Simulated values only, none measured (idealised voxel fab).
Name of the process module below: voxel gate over fins
Section cut is 140 nm wide and gridded with 5 nm square cells.
Bands, listed from the top down, are how a cross-section gets written in this document; the cross-section itself is a grid of square cells, and a band is one or more rows of them. Within each band entry, the heights of the top and of the bottom of the band appear first, in that order and in nm; the materials of the band then follow from left to right, each with its corresponding width in nm. The designation "edge to edge" on a single material indicates that it fills the band from edge to edge; the designation "empty" indicates empty space. Where do heights start? At 0: under that level the wafer as delivered is made of one material only. And the lowest band has no floor; it just carries on downward, as in "z 0 and below". Graded width ("30 to 40"): value in top row of band = first number; value in bottom row = second number; row-to-row change constant. "nothing got changed" for a step: no cell of the cross-section changed in that step. So "Sealed internal voids" is basically the list of trapped voids: any empty space of 8 cells or more that can't reach the top through an opening. They're written width x height at distance, the distance being from the left edge, and it's all nm. Heads up: the bit after the settings on a step's line is the simulator's remark on that step. overlay nm: right-of-plan distance of the mask on a masked step; negative values mean left-of-plan.

### The steps planned for the process are as follows
- 1: RECEIVE, material Si
- 2: CONFORMAL_DEP, material SiN, thk nm 5
- 3: PATTERN, tone cover, mask id FINS, material resist, width nm 15, pitch nm 40, thk nm 20, overlay nm 0
- 4: DIRECTIONAL_ETCH, etch materials SiN, depth nm 5
- 5: DIRECTIONAL_ETCH, etch materials Si, depth nm 40
- 6: STRIP, etch materials resist
- 7: FILL_DEP, material SiO2, thk nm 10
- 8: CMP, height nm 5
- 9: SELECTIVE_ETCH, etch materials SiO2, depth nm 20
- 10: STRIP, etch materials SiN
- 11: CONFORMAL_DEP, material HfO2, thk nm 5
- 12: CONFORMAL_DEP, material TiN, thk nm 5
- 13: CONFORMAL_DEP, material TiAl, thk nm 5
- 14: CONFORMAL_DEP, material TiN, thk nm 5
- 15: FILL_DEP, material W, thk nm 10
- 16: CMP, height nm 25
- 17: CONFORMAL_DEP, material SiCN, thk nm 5

### First wafer of two (run as planned)

### Cross-section of the incoming wafer, state after step 1
	z 0 and below: Si edge to edge
	Sealed internal voids: none

### How the wafer stands in section after step 2
	z 5 to 0: SiN edge to edge
	For the remainder of the cross-section, below 0, there is no change.

### How the wafer stands in section after step 3
	z 25 to 5: empty=40 | resist=15 | empty=25 | resist=15 | empty=45
	For the remainder of the cross-section, below 5, there is no change.

### How the wafer stands in section after step 4
	z 25 to 5: empty=40 | resist=15 | empty=25 | resist=15 | empty=45
	z 5 to 0: empty=40 | SiN=15 | empty=25 | SiN=15 | empty=45
	For the remainder of the cross-section, below 0, there is no change.

### How the wafer stands in section after step 5
	z 25 to 5: empty=40 | resist=15 | empty=25 | resist=15 | empty=45
	z 5 to 0: empty=40 | SiN=15 | empty=25 | SiN=15 | empty=45
	z 0 to -40: empty=40 | Si=15 | empty=25 | Si=15 | empty=45
	For the remainder of the cross-section, below -40, there is no change.

### How the wafer stands in section after step 6
	z 5 to 0: empty=40 | SiN=15 | empty=25 | SiN=15 | empty=45
	For the remainder of the cross-section, below 0, there is no change.

### How the wafer stands in section after step 7
	z 15 to 5: SiO2 edge to edge
	z 5 to 0: SiO2=40 | SiN=15 | SiO2=25 | SiN=15 | SiO2=45
	z 0 to -40: SiO2=40 | Si=15 | SiO2=25 | Si=15 | SiO2=45
	For the remainder of the cross-section, below -40, there is no change.

### How the wafer stands in section after step 8
	z 5 to 0: SiO2=40 | SiN=15 | SiO2=25 | SiN=15 | SiO2=45
	For the remainder of the cross-section, below 0, there is no change.

### How the wafer stands in section after step 9
	z 5 to 0: empty=40 | SiN=15 | empty=25 | SiN=15 | empty=45
	z 0 to -15: empty=40 | Si=15 | empty=25 | Si=15 | empty=45
	For the remainder of the cross-section, below -15, there is no change.

### How the wafer stands in section after step 10
	z 0 to -15: empty=40 | Si=15 | empty=25 | Si=15 | empty=45
	For the remainder of the cross-section, below -15, there is no change.

### How the wafer stands in section after step 11
	z 5 to 0: empty=35 | HfO2=25 | empty=15 | HfO2=25 | empty=40
	z 0 to -10: empty=35 | HfO2=5 | Si=15 | HfO2=5 | empty=15 | HfO2=5 | Si=15 | HfO2=5 | empty=40
	z -10 to -15: HfO2=40 | Si=15 | HfO2=25 | Si=15 | HfO2=45
	For the remainder of the cross-section, below -15, there is no change.

### How the wafer stands in section after step 12
	z 10 to 5: empty=30 | TiN=35 | empty=5 | TiN=35 | empty=35
	z 5 to 0: empty=30 | TiN=5 | HfO2=25 | TiN=5 | empty=5 | TiN=5 | HfO2=25 | TiN=5 | empty=35
	z 0 to -5: empty=30 | TiN=5 | HfO2=5 | Si=15 | HfO2=5 | TiN=5 | empty=5 | TiN=5 | HfO2=5 | Si=15 | HfO2=5 | TiN=5 | empty=35
	z -5 to -10: TiN=35 | HfO2=5 | Si=15 | HfO2=5 | TiN=15 | HfO2=5 | Si=15 | HfO2=5 | TiN=40
	For the remainder of the cross-section, below -10, there is no change.

### How the wafer stands in section after step 13
	z 15 to 10: empty=25 | TiAl=85 | empty=30
	z 10 to 5: empty=25 | TiAl=5 | TiN=35 | TiAl=5 | TiN=35 | TiAl=5 | empty=30
	z 5 to 0: empty=25 | TiAl=5 | TiN=5 | HfO2=25 | TiN=5 | TiAl=5 | TiN=5 | HfO2=25 | TiN=5 | TiAl=5 | empty=30
	z 0 to -5: TiAl=30 | TiN=5 | HfO2=5 | Si=15 | HfO2=5 | TiN=5 | TiAl=5 | TiN=5 | HfO2=5 | Si=15 | HfO2=5 | TiN=5 | TiAl=35
	For the remainder of the cross-section, below -5, there is no change.

### How the wafer stands in section after step 14
	z 20 to 15: empty=20 | TiN=95 | empty=25
	z 15 to 10: empty=20 | TiN=5 | TiAl=85 | TiN=5 | empty=25
	z 10 to 5: empty=20 | TiN=5 | TiAl=5 | TiN=35 | TiAl=5 | TiN=35 | TiAl=5 | TiN=5 | empty=25
	z 5 to 0: TiN=25 | TiAl=5 | TiN=5 | HfO2=25 | TiN=5 | TiAl=5 | TiN=5 | HfO2=25 | TiN=5 | TiAl=5 | TiN=30
	For the remainder of the cross-section, below 0, there is no change.

### How the wafer stands in section after step 15
	z 30 to 20: W edge to edge
	z 20 to 15: W=20 | TiN=95 | W=25
	z 15 to 10: W=20 | TiN=5 | TiAl=85 | TiN=5 | W=25
	z 10 to 5: W=20 | TiN=5 | TiAl=5 | TiN=35 | TiAl=5 | TiN=35 | TiAl=5 | TiN=5 | W=25
	For the remainder of the cross-section, below 5, there is no change.

### How the wafer stands in section after step 16
	z 25 to 20: W edge to edge
	For the remainder of the cross-section, below 20, there is no change.

### How the wafer stands in section after step 17
	z 30 to 25: SiCN edge to edge
	For the remainder of the cross-section, below 25, there is no change.

### The remaining wafer, second of the two, started like the first and was run to the same plan, except that one mistake was made along the way; the two coincide through step 13, inclusive

### Second wafer, sectioned view, at step 14's planned end time
	z 20 to 15: empty=20 | SiO2=95 | empty=25
	z 15 to 10: empty=20 | SiO2=5 | TiAl=85 | SiO2=5 | empty=25
	z 10 to 5: empty=20 | SiO2=5 | TiAl=5 | TiN=35 | TiAl=5 | TiN=35 | TiAl=5 | SiO2=5 | empty=25
	z 5 to 0: SiO2=25 | TiAl=5 | TiN=5 | HfO2=25 | TiN=5 | TiAl=5 | TiN=5 | HfO2=25 | TiN=5 | TiAl=5 | SiO2=30
	For the remainder of the cross-section, below 0, there is no change.

### Second wafer, sectioned view, at step 15's planned end time
	z 30 to 20: W edge to edge
	z 20 to 15: W=20 | SiO2=95 | W=25
	z 15 to 10: W=20 | SiO2=5 | TiAl=85 | SiO2=5 | W=25
	z 10 to 5: W=20 | SiO2=5 | TiAl=5 | TiN=35 | TiAl=5 | TiN=35 | TiAl=5 | SiO2=5 | W=25
	For the remainder of the cross-section, below 5, there is no change.

### Second wafer, sectioned view, at step 16's planned end time
	z 25 to 20: W edge to edge
	For the remainder of the cross-section, below 20, there is no change.

### Second wafer, sectioned view, at step 17's planned end time
	z 30 to 25: SiCN edge to edge
	For the remainder of the cross-section, below 25, there is no change.
Finding, execution versus plan: the process deviated at step 14: the operation and settings actually run there were CONFORMAL_DEP, material SiO2, thk nm 5
Final comparison by cell count, materials where the second wafer has more or fewer than the first: SiO2 +34, TiN -34
